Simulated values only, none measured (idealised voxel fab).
This is a process module. Its name is voxel fin reveal.
Square cells of 5 nm make up the cross-section cut, whose width is 245 nm.
A cross-section in this document is a grid of square cells, and it is written down as bands, the top band listed before the ones below it; a band is made up of one or more rows of cells.
A band entry consists of two parts. The first gives the height of the band's top and the height of its bottom, in nm. The rest lists the band's materials from left to right, each with its width in nm. A single material labelled with the word "throughout" fills the band from edge to edge, and the word "air" marks empty space.
Convention: height 0 is the level below which the wafer, as received, is all one material. The lowest band does not terminate at the bottom but continues downward, represented as "top 0, no bottom".
When a width is written as two numbers, as in "30 to 40", the first number is the width in the top row of cells of the band and the second is the width in its bottom row, and the width changes by the same amount from each row to the next.
Take "remains unaltered" at face value: in the step it is given for, the cross-section changed in none of its cells.
For the entry "Closed void register", the listed items are empty spaces with no open way to the top whose size is 8 cells or more; each item follows the pattern width x height at distance, where distance is from the left edge and all three are in nm.
On a step's line, text after the settings is the simulator commenting on that step.
For masked steps, "overlay nm" on the step line gives how far right of plan the mask actually lay; a minus sign means it lay to the left.

### Here's what the planned process steps look like
1. RECEIVE: material Si
2. CONFORMAL_DEP: material SiN, thk nm 10
3. PATTERN: tone cover, mask id FINS, material resist, width nm 15, pitch nm 45, thk nm 15, overlay nm 0
4. DIRECTIONAL_ETCH: etch materials SiN, depth nm 10
5. DIRECTIONAL_ETCH: etch materials Si, depth nm 35
6. STRIP: etch materials resist
7. OXIDIZE: depth nm 5
8. FILL_DEP: material SiO2, thk nm 5
9. CMP: height nm 10
10. SELECTIVE_ETCH: etch materials SiO2, depth nm 25
11. STRIP: etch materials SiN
12. CONFORMAL_DEP: material SiO2, thk nm 5

### The following pertains to the first of two wafers, which was processed as planned

### Received-state cross-section, reflecting completion of step 1
  top 0, no bottom = Si throughout
  Closed void register: none

### Once step 2 is through, the wafer looks like this in cross-section
  top 10, bottom 0 = SiN throughout
  Below 0, no change.

### Once step 3 is through, the wafer looks like this in cross-section
  top 25, bottom 10 = air 45 | resist 15 | air 30 | resist 15 | air 30 | resist 15 | air 30 | resist 15 | air 50
  Below 10, no change.

### Once step 4 is through, the wafer looks like this in cross-section
  top 25, bottom 10 = air 45 | resist 15 | air 30 | resist 15 | air 30 | resist 15 | air 30 | resist 15 | air 50
  top 10, bottom 0 = air 45 | SiN 15 | air 30 | SiN 15 | air 30 | SiN 15 | air 30 | SiN 15 | air 50
  Below 0, no change.

### Once step 5 is through, the wafer looks like this in cross-section
  top 25, bottom 10 = air 45 | resist 15 | air 30 | resist 15 | air 30 | resist 15 | air 30 | resist 15 | air 50
  top 10, bottom 0 = air 45 | SiN 15 | air 30 | SiN 15 | air 30 | SiN 15 | air 30 | SiN 15 | air 50
  top 0, bottom -35 = air 45 | Si 15 | air 30 | Si 15 | air 30 | Si 15 | air 30 | Si 15 | air 50
  Below -35, no change.

### Once step 6 is through, the wafer looks like this in cross-section
  top 10, bottom 0 = air 45 | SiN 15 | air 30 | SiN 15 | air 30 | SiN 15 | air 30 | SiN 15 | air 50
  Below 0, no change.

### Once step 7 is through, the wafer looks like this in cross-section
  top 10, bottom 0 = air 45 | SiN 15 | air 30 | SiN 15 | air 30 | SiN 15 | air 30 | SiN 15 | air 50
  top 0, bottom -35 = air 45 | SiO2 5 | Si 5 | SiO2 5 | air 30 | SiO2 5 | Si 5 | SiO2 5 | air 30 | SiO2 5 | Si 5 | SiO2 5 | air 30 | SiO2 5 | Si 5 | SiO2 5 | air 50
  top -35, bottom -40 = SiO2 50 | Si 5 | SiO2 40 | Si 5 | SiO2 40 | Si 5 | SiO2 40 | Si 5 | SiO2 55
  Below -40, no change.

### Once step 8 is through, the wafer looks like this in cross-section
  top 15, bottom 10 = SiO2 throughout
  top 10, bottom 0 = SiO2 45 | SiN 15 | SiO2 30 | SiN 15 | SiO2 30 | SiN 15 | SiO2 30 | SiN 15 | SiO2 50
  top 0, bottom -40 = SiO2 50 | Si 5 | SiO2 40 | Si 5 | SiO2 40 | Si 5 | SiO2 40 | Si 5 | SiO2 55
  Below -40, no change.

### Once step 9 is through, the wafer looks like this in cross-section
  top 10, bottom 0 = SiO2 45 | SiN 15 | SiO2 30 | SiN 15 | SiO2 30 | SiN 15 | SiO2 30 | SiN 15 | SiO2 50
  Below 0, no change.

### Once step 10 is through, the wafer looks like this in cross-section
  top 10, bottom 0 = air 45 | SiN 15 | air 30 | SiN 15 | air 30 | SiN 15 | air 30 | SiN 15 | air 50
  top 0, bottom -15 = air 50 | Si 5 | air 40 | Si 5 | air 40 | Si 5 | air 40 | Si 5 | air 55
  Below -15, no change.

### Once step 11 is through, the wafer looks like this in cross-section
  top 0, bottom -15 = air 50 | Si 5 | air 40 | Si 5 | air 40 | Si 5 | air 40 | Si 5 | air 55
  Below -15, no change.

### Once step 12 is through, the wafer looks like this in cross-section
  top 5, bottom 0 = air 45 | SiO2 15 | air 30 | SiO2 15 | air 30 | SiO2 15 | air 30 | SiO2 15 | air 50
  top 0, bottom -10 = air 45 | SiO2 5 | Si 5 | SiO2 5 | air 30 | SiO2 5 | Si 5 | SiO2 5 | air 30 | SiO2 5 | Si 5 | SiO2 5 | air 30 | SiO2 5 | Si 5 | SiO2 5 | air 50
  top -10, bottom -40 = SiO2 50 | Si 5 | SiO2 40 | Si 5 | SiO2 40 | Si 5 | SiO2 40 | Si 5 | SiO2 55
  Below -40, no change.

### Second wafer. Start and plan as for the first. One mistake made in running. Agrees with the first up to and including step 2

### Cross-section of the second wafer at the time by which step 3 should have been completed according to the plan
  top 25, bottom 10 = air 50 | resist 15 | air 30 | resist 15 | air 30 | resist 15 | air 30 | resist 15 | air 45
  Below 10, no change.

### Cross-section of the second wafer at the time by which step 4 should have been completed according to the plan
  top 25, bottom 10 = air 50 | resist 15 | air 30 | resist 15 | air 30 | resist 15 | air 30 | resist 15 | air 45
  top 10, bottom 0 = air 50 | SiN 15 | air 30 | SiN 15 | air 30 | SiN 15 | air 30 | SiN 15 | air 45
  Below 0, no change.

### Cross-section of the second wafer at the time by which step 5 should have been completed according to the plan
  top 25, bottom 10 = air 50 | resist 15 | air 30 | resist 15 | air 30 | resist 15 | air 30 | resist 15 | air 45
  top 10, bottom 0 = air 50 | SiN 15 | air 30 | SiN 15 | air 30 | SiN 15 | air 30 | SiN 15 | air 45
  top 0, bottom -35 = air 50 | Si 15 | air 30 | Si 15 | air 30 | Si 15 | air 30 | Si 15 | air 45
  Below -35, no change.

### Cross-section of the second wafer at the time by which step 6 should have been completed according to the plan
  top 10, bottom 0 = air 50 | SiN 15 | air 30 | SiN 15 | air 30 | SiN 15 | air 30 | SiN 15 | air 45
  Below 0, no change.

### Cross-section of the second wafer at the time by which step 7 should have been completed according to the plan
  top 10, bottom 0 = air 50 | SiN 15 | air 30 | SiN 15 | air 30 | SiN 15 | air 30 | SiN 15 | air 45
  top 0, bottom -35 = air 50 | SiO2 5 | Si 5 | SiO2 5 | air 30 | SiO2 5 | Si 5 | SiO2 5 | air 30 | SiO2 5 | Si 5 | SiO2 5 | air 30 | SiO2 5 | Si 5 | SiO2 5 | air 45
  top -35, bottom -40 = SiO2 55 | Si 5 | SiO2 40 | Si 5 | SiO2 40 | Si 5 | SiO2 40 | Si 5 | SiO2 50
  Below -40, no change.

### Cross-section of the second wafer at the time by which step 8 should have been completed according to the plan
  top 15, bottom 10 = SiO2 throughout
  top 10, bottom 0 = SiO2 50 | SiN 15 | SiO2 30 | SiN 15 | SiO2 30 | SiN 15 | SiO2 30 | SiN 15 | SiO2 45
  top 0, bottom -40 = SiO2 55 | Si 5 | SiO2 40 | Si 5 | SiO2 40 | Si 5 | SiO2 40 | Si 5 | SiO2 50
  Below -40, no change.

### Cross-section of the second wafer at the time by which step 9 should have been completed according to the plan
  top 10, bottom 0 = SiO2 50 | SiN 15 | SiO2 30 | SiN 15 | SiO2 30 | SiN 15 | SiO2 30 | SiN 15 | SiO2 45
  Below 0, no change.

### Cross-section of the second wafer at the time by which step 10 should have been completed according to the plan
  top 10, bottom 0 = air 50 | SiN 15 | air 30 | SiN 15 | air 30 | SiN 15 | air 30 | SiN 15 | air 45
  top 0, bottom -15 = air 55 | Si 5 | air 40 | Si 5 | air 40 | Si 5 | air 40 | Si 5 | air 50
  Below -15, no change.

### Cross-section of the second wafer at the time by which step 11 should have been completed according to the plan
  top 0, bottom -15 = air 55 | Si 5 | air 40 | Si 5 | air 40 | Si 5 | air 40 | Si 5 | air 50
  Below -15, no change.

### Cross-section of the second wafer at the time by which step 12 should have been completed according to the plan
  top 5, bottom 0 = air 50 | SiO2 15 | air 30 | SiO2 15 | air 30 | SiO2 15 | air 30 | SiO2 15 | air 45
  top 0, bottom -10 = air 50 | SiO2 5 | Si 5 | SiO2 5 | air 30 | SiO2 5 | Si 5 | SiO2 5 | air 30 | SiO2 5 | Si 5 | SiO2 5 | air 30 | SiO2 5 | Si 5 | SiO2 5 | air 45
  top -10, bottom -40 = SiO2 55 | Si 5 | SiO2 40 | Si 5 | SiO2 40 | Si 5 | SiO2 40 | Si 5 | SiO2 50
  Below -40, no change.
Against the plan, the run slipped here: step 3 went in with a setting other than planned; the actual run was PATTERN: tone cover, mask id FINS, material resist, width nm 15, pitch nm 45, thk nm 15, overlay nm 5
Final wafers compared: equal cell tally per material, rearranged layout.
